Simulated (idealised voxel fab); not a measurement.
Documented hereafter: the process module known as voxel wiring stack.
Cross-section cut spans 140 nm and uses square cells 5 nm in size.
Notation: cross-section as square-cell grid; stated in bands, top first, going down; one or more cell rows per band. It is stipulated that each band's entry specify, in nanometres, the height of the top of the band and then that of its bottom, followed by the materials of the band in left-to-right sequence, each together with its width in nanometres. A single material marked by the word "all across" is understood to fill the band from edge to edge; the word "empty" is understood to denote empty space. Zero point of the height axis is 0; under it, received wafer = one material. Lowest band: continues down indefinitely, "0..down". Read "30->40" as a graded width: first number on top, second number at the bottom, same change between each pair of neighbouring rows. What does "identical to before" mean for a step? It means no cell of the cross-section changed in that step. Look at "Unvented voids" for the closed voids: empty spaces with no open path to the top, sized 8 cells or up. Each is width x height at distance, distance from the left edge, all nm. The remark found on a step's line after its settings is issued by the simulator itself and pertains to that step. The setting "overlay nm" may be written on the line of a step. When the step uses a mask, the value reports how far to the right of the planned place the mask lay, and a negative value reports that it lay to the left.
**Planned step list for the process**
- 1: op RECEIVE | material Si
- 2: op CONFORMAL_DEP | material SiO2 | thk nm 10
- 3: op CONFORMAL_DEP | material SiCN | thk nm 5
- 4: op DIRECTIONAL_DEP | material SiO2 | thk nm 25
- 5: op MASKED_ETCH | tone open | mask id METAL_1 | width nm 20 | pitch nm 35 | etch materials SiO2 | depth nm 25 | overlay nm 0
- 6: op MASKED_ETCH | tone open | mask id METAL_1 | width nm 20 | pitch nm 35 | etch materials SiCN | depth nm 5 | overlay nm 0
- 7: op CONFORMAL_DEP | material TiN | thk nm 5
- 8: op FILL_DEP | material W | thk nm 10
- 9: op CMP | height nm 40
- 10: op EPI | material Ru | thk nm 5
- 11: op FILL_DEP | material SiCN | thk nm 5
- 12: op DIRECTIONAL_DEP | material lowk | thk nm 10
- 13: op PATTERN | tone open | mask id PLUG_1 | material resist | width nm 15 | pitch nm 70 | thk nm 20 | overlay nm 0
- 14: op DIRECTIONAL_ETCH | etch materials lowk | depth nm 10
- 15: op DIRECTIONAL_ETCH | etch materials SiCN | depth nm 5
- 16: op STRIP | etch materials resist
- 17: op CONFORMAL_DEP | material TiN | thk nm 5
- 18: op FILL_DEP | material W | thk nm 5
- 19: op CMP | height nm 60
- 20: op DIRECTIONAL_DEP | material TiN | thk nm 5
- 21: op DIRECTIONAL_DEP | material Ru | thk nm 20
- 22: op MASKED_ETCH | tone cover | mask id METAL_2 | width nm 20 | pitch nm 35 | etch materials Ru | depth nm 20 | overlay nm 0
- 23: op MASKED_ETCH | tone cover | mask id METAL_2 | width nm 20 | pitch nm 35 | etch materials TiN | depth nm 5 | overlay nm 0
- 24: op CONFORMAL_DEP | material SiN | thk nm 5
- 25: op FILL_DEP | material lowk | thk nm 10
- 26: op CMP | height nm 85
- 27: op CONFORMAL_DEP | material SiCN | thk nm 5
- 28: op DIRECTIONAL_DEP | material SiO2 | thk nm 35
- 29: op PATTERN | tone open | mask id METAL_3 | material resist | width nm 20 | pitch nm 35 | thk nm 15 | overlay nm 0
- 30: op DIRECTIONAL_ETCH | etch materials SiO2 | depth nm 20
- 31: op STRIP | etch materials resist
- 32: op PATTERN | tone open | mask id METAL_3_HOLES | material resist | width nm 15 | pitch nm 35 | thk nm 15 | overlay nm 0
- 33: op DIRECTIONAL_ETCH | etch materials SiO2 | depth nm 15
- 34: op DIRECTIONAL_ETCH | etch materials SiCN | depth nm 5
- 35: op STRIP | etch materials resist
- 36: op CONFORMAL_DEP | material TiN | thk nm 5
- 37: op FILL_DEP | material Cu | thk nm 10
- 38: op CMP | height nm 125
- 39: op CONFORMAL_DEP | material SiN | thk nm 5
**As-received state of the wafer in cross-section, equivalent to post-step 1**
	0..down: Si all across
	Unvented voids: none
**End state of the module in cross-section, given the above starting point and plan and one mistake in execution**
	130..125: SiN all across
	125..110: SiO2 25 nm  TiN 5 nm  Cu 10 nm  TiN 5 nm  SiO2 15 nm  TiN 5 nm  Cu 10 nm  TiN 5 nm  SiO2 15 nm  TiN 5 nm  Cu 10 nm  TiN 5 nm  SiO2 25 nm
	110..105: SiO2 25 nm  TiN 5 nm  Cu 5 nm  TiN 10 nm  SiO2 15 nm  TiN 5 nm  Cu 5 nm  TiN 10 nm  SiO2 15 nm  TiN 5 nm  Cu 5 nm  TiN 10 nm  SiO2 25 nm
	105..90: SiO2 25 nm  TiN 5 nm  Cu 5 nm  TiN 5 nm  SiO2 20 nm  TiN 5 nm  Cu 5 nm  TiN 5 nm  SiO2 20 nm  TiN 5 nm  Cu 5 nm  TiN 5 nm  SiO2 30 nm
	90..85: SiCN 25 nm  TiN 15 nm  SiCN 20 nm  TiN 15 nm  SiCN 20 nm  TiN 15 nm  SiCN 30 nm
	85..70: lowk 10 nm  SiN 5 nm  Ru 20 nm  SiN 5 nm  lowk 5 nm  SiN 5 nm  Ru 20 nm  SiN 5 nm  lowk 5 nm  SiN 5 nm  Ru 20 nm  SiN 5 nm  lowk 30 nm
	70..65: lowk 10 nm  SiN 5 nm  Ru 20 nm  SiN 15 nm  Ru 20 nm  SiN 15 nm  Ru 20 nm  SiN 15 nm  lowk 20 nm
	65..60: SiN 15 nm  TiN 30 nm  SiN 5 nm  TiN 30 nm  SiN 5 nm  TiN 30 nm  SiN 25 nm
	60..50: lowk 25 nm  TiN 5 nm  W 5 nm  TiN 5 nm  lowk 55 nm  TiN 5 nm  W 5 nm  TiN 5 nm  lowk 30 nm
	50..45: SiCN 25 nm  TiN 15 nm  SiCN 55 nm  TiN 15 nm  SiCN 30 nm
	45..40: SiCN 20 nm  Ru 30 nm  SiCN 5 nm  Ru 30 nm  SiCN 5 nm  Ru 30 nm  SiCN 20 nm
	40..15: SiO2 25 nm  TiN 5 nm  W 10 nm  TiN 5 nm  SiO2 15 nm  TiN 5 nm  W 10 nm  TiN 5 nm  SiO2 15 nm  TiN 5 nm  W 10 nm  TiN 5 nm  SiO2 25 nm
	15..10: SiCN 25 nm  TiN 20 nm  SiCN 15 nm  TiN 20 nm  SiCN 15 nm  TiN 20 nm  SiCN 25 nm
	10..0: SiO2 all across
	0..down: Si all across
	Unvented voids: none
Where did the run depart from the plan? step 22 was run on a setting that differed from the plan, and what really ran there is op MASKED_ETCH | tone cover | mask id METAL_2 | width nm 20 | pitch nm 35 | etch materials Ru | depth nm 20 | overlay nm -10
